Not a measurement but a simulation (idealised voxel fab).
Name of the process module below: voxel capacitor over wiring
We display cut, a cross-section 275 nm in width whose square cells are each 5 nm.
A cross-section in this document is a grid of square cells, and it is written down as bands, the top band listed before the ones below it; a band is made up of one or more rows of cells. Each band's line starts with the height of the band's top and of its bottom, in nm. Then come its materials from left to right, each with its width in nm. One material with "full width" fills the band from edge to edge. "empty" is empty space. For the purposes of this specification, 0 denotes the height below which the wafer in its as-received condition is composed wholly of one material, and the lowermost band, lacking a lower limit, extends downward without end, as expressed in "0 nm and below". Graded width ("30..40"): value in top row of band = first number; value in bottom row = second number; row-to-row change constant. "remains unaltered" after a step means that no cell of the cross-section changed. "Unvented internal voids" lists enclosed empty spaces (at least 8 cells, no open path upward to the top), each as width x height at distance from the left edge, in nm. Heads up: the bit after the settings on a step's line is the simulator's remark on that step. Steps that use a mask can have "overlay nm" on their line. It says how far the mask sat to the right of where it was meant to be. Negative means to the left.

This section lists the process steps that were planned:
1: RECEIVE: material Si
2: CONFORMAL_DEP: material SiO2, thk nm 10
3: DIRECTIONAL_DEP: material TiN, thk nm 5
4: DIRECTIONAL_DEP: material Ru, thk nm 15
5: DIRECTIONAL_DEP: material aC, thk nm 10
6: PATTERN: tone cover, mask id METAL_1, material resist, width nm 25, pitch nm 85, thk nm 30, overlay nm 0
7: DIRECTIONAL_ETCH: etch materials aC, depth nm 10
8: STRIP: etch materials resist
9: DIRECTIONAL_ETCH: etch materials Ru, depth nm 15
10: DIRECTIONAL_ETCH: etch materials TiN, depth nm 5
11: STRIP: etch materials aC
12: CONFORMAL_DEP: material SiN, thk nm 5
13: FILL_DEP: material lowk, thk nm 5
14: CMP: height nm 30
15: CONFORMAL_DEP: material SiCN, thk nm 5
16: DIRECTIONAL_DEP: material lowk, thk nm 20
17: PATTERN: tone open, mask id PLUG_1, material resist, width nm 15, thk nm 15, overlay nm 0
18: DIRECTIONAL_ETCH: etch materials lowk, depth nm 20
19: DIRECTIONAL_ETCH: etch materials SiCN, depth nm 5
20: STRIP: etch materials resist
21: EPI: material Ru, thk nm 10
22: EPI: material Ru, thk nm 10
23: EPI: material Ru, thk nm 5
24: DIRECTIONAL_DEP: material TiN, thk nm 5
25: DIRECTIONAL_DEP: material Al2O3, thk nm 5
26: DIRECTIONAL_DEP: material TiN, thk nm 5
27: PATTERN: tone cover, mask id UPPER_PLATE, material resist, width nm 65, thk nm 20, overlay nm 0
28: DIRECTIONAL_ETCH: etch materials TiN, depth nm 5
29: DIRECTIONAL_ETCH: etch materials Al2O3, depth nm 5
30: STRIP: etch materials resist
31: PATTERN: tone cover, mask id LOWER_PLATE, material resist, width nm 75, thk nm 20, overlay nm 0
32: DIRECTIONAL_ETCH: etch materials TiN, depth nm 5
33: STRIP: etch materials resist
34: FILL_DEP: material SiO2, thk nm 20
35: CMP: height nm 85
36: PATTERN: tone open, mask id PLUG_2, material resist, width nm 15, thk nm 20, overlay nm 0
37: DIRECTIONAL_ETCH: etch materials SiO2, depth nm 15
38: STRIP: etch materials resist
39: CONFORMAL_DEP: material TiN, thk nm 5
40: FILL_DEP: material W, thk nm 5
41: CMP: height nm 85
42: CONFORMAL_DEP: material SiCN, thk nm 5

This is the cross-section of the wafer as we received it, i.e. after step 1:
- 0 nm and below | Si full width
- Unvented internal voids: none

Post-module cross-section of the first of two wafers (run per plan):
- 90 nm to 85 nm | SiCN full width
- 85 nm to 75 nm | SiO2: 100, TiN: 5, W: 5, TiN: 5, SiO2: 160
- 75 nm to 65 nm | SiO2: 100..90, TiN: 15..65, SiO2: 160..120
- 65 nm to 60 nm | SiO2: 90, Al2O3: 65, SiO2: 120
- 60 nm to 55 nm | SiO2: 85, TiN: 75, SiO2: 115
- 55 nm to 35 nm | lowk: 90, Ru: 15, lowk: 170
- 35 nm to 30 nm | SiCN: 90, Ru: 15, SiCN: 170
- 30 nm to 15 nm | lowk: 75, SiN: 5, Ru: 25, SiN: 5, lowk: 50, SiN: 5, Ru: 25, SiN: 5, lowk: 80
- 15 nm to 10 nm | SiN: 80, TiN: 25, SiN: 60, TiN: 25, SiN: 85
- 10 nm to 0 nm | SiO2 full width
- 0 nm and below | Si full width
- Unvented internal voids: none

This is the second of the two wafers, cross-sectioned at the end of the module; it started exactly like the first and was given the same plan, but it was run with one mistake:
- 90 nm to 85 nm | SiCN full width
- 85 nm to 75 nm | SiO2: 100, TiN: 5, W: 5, TiN: 5, SiO2: 160
- 75 nm to 65 nm | SiO2: 100..105, TiN: 15..50, SiO2: 160..120
- 65 nm to 60 nm | SiO2: 105, Al2O3: 50, SiO2: 120
- 60 nm to 55 nm | SiO2: 85, TiN: 5, SiO2: 15, TiN: 55, SiO2: 115
- 55 nm to 45 nm | lowk: 90, SiO2: 15, lowk: 170
- 45 nm to 40 nm | lowk: 90, TiN: 15, lowk: 170
- 40 nm to 35 nm | lowk: 90, Al2O3: 15, lowk: 170
- 35 nm to 30 nm | SiCN: 90, TiN: 15, SiCN: 170
- 30 nm to 15 nm | Ru: 80, SiN: 5, lowk: 15, SiN: 5, Ru: 60, SiN: 5, lowk: 15, SiN: 5, Ru: 85
- 15 nm to 10 nm | TiN: 80, SiN: 25, TiN: 60, SiN: 25, TiN: 85
- 10 nm to 0 nm | SiO2 full width
- 0 nm and below | Si full width
- Unvented internal voids: none
What was the processing mistake? step 6 ran differently from the plan; actual operation with settings: PATTERN: tone open, mask id METAL_1, material resist, width nm 25, pitch nm 85, thk nm 30, overlay nm 0
Looking at both finished wafers in cells, the second ends up ahead of or behind the first on some materials: +90 Ru; -35 SiN; +15 SiO2; +35 TiN; -105 lowk
